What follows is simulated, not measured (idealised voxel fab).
process module | voxel double patterning
cross-section cut | 150 nm wide | cells 5 nm
A cross-section is a grid of square cells, given in bands from the top down. A band is one or more rows of cells.
Each band's line starts with the height of the band's top and of its bottom, in nm. Then come its materials from left to right, each with its width in nm. One material with "throughout" fills the band from edge to edge. "air" is empty space.
Height 0 is the level under which the wafer as received is all one material. The lowest band goes on downwards, as in "0 down".
A width such as "30 to 40" changes by the same amount from each row of cells to the next, from the band's top row to its bottom row.
"no change" after a step means that no cell of the cross-section changed.
closed voids: empty space of 8 cells or more with no open way to the top, each as width x height at its distance from the left edge, in nm
after a step's settings: what the simulator itself notes on the step
overlay nm, on a step with a mask: how far to the right of its planned place the mask lay; to the left if negative
plan
1 op RECEIVE | material Si
2 op CONFORMAL_DEP | material SiO2 | thk nm 10
3 op DIRECTIONAL_DEP | material TiN | thk nm 10
4 op DIRECTIONAL_DEP | material SiN | thk nm 5
5 op MASKED_ETCH | tone open | mask id FIRST | width nm 15 | pitch nm 50 | etch materials SiN | depth nm 5 | overlay nm 0
6 op DIRECTIONAL_DEP | material aC | thk nm 15
7 op PATTERN | tone open | mask id SECOND | material resist | width nm 15 | pitch nm 50 | thk nm 35 | overlay nm -15
8 op DIRECTIONAL_ETCH | etch materials aC | depth nm 15
9 op STRIP | etch materials resist
10 op DIRECTIONAL_ETCH | etch materials SiN | depth nm 5
11 op STRIP | etch materials aC
12 op DIRECTIONAL_ETCH | etch materials TiN | depth nm 10
13 op STRIP | etch materials SiN
varied across the wafers: overlay nm of step 7. The plan shows the first wafer's value. All wafers start alike
first wafer as received, after step 1
  0 down: Si throughout
  closed voids: none
first wafer at the end, after step 13
  20 to 10: TiN 15 | air 25 | TiN 25 | air 25 | TiN 25 | air 15 | TiN 20
  10 to 0: SiO2 throughout
  0 down: Si throughout
  closed voids: none
last wafer at the end
  20 to 10: TiN 15 | air 15 | TiN 25 | air 25 | TiN 25 | air 25 | TiN 20
  10 to 0: SiO2 throughout
  0 down: Si throughout
  closed voids: none
each wafer at the end: cells of each material gained (+) or lost (-) since it was received, then its closed voids
overlay nm -15 | +60 SiO2 | +34 TiN | closed voids: none
overlay nm -10 | +60 SiO2 | +30 TiN | closed voids: none
overlay nm -5 | +60 SiO2 | +30 TiN | closed voids: none
overlay nm 0 | +60 SiO2 | +30 TiN | closed voids: none
overlay nm 5 | +60 SiO2 | +30 TiN | closed voids: none
overlay nm 10 | +60 SiO2 | +30 TiN | closed voids: none
overlay nm 15 | +60 SiO2 | +34 TiN | closed voids: none
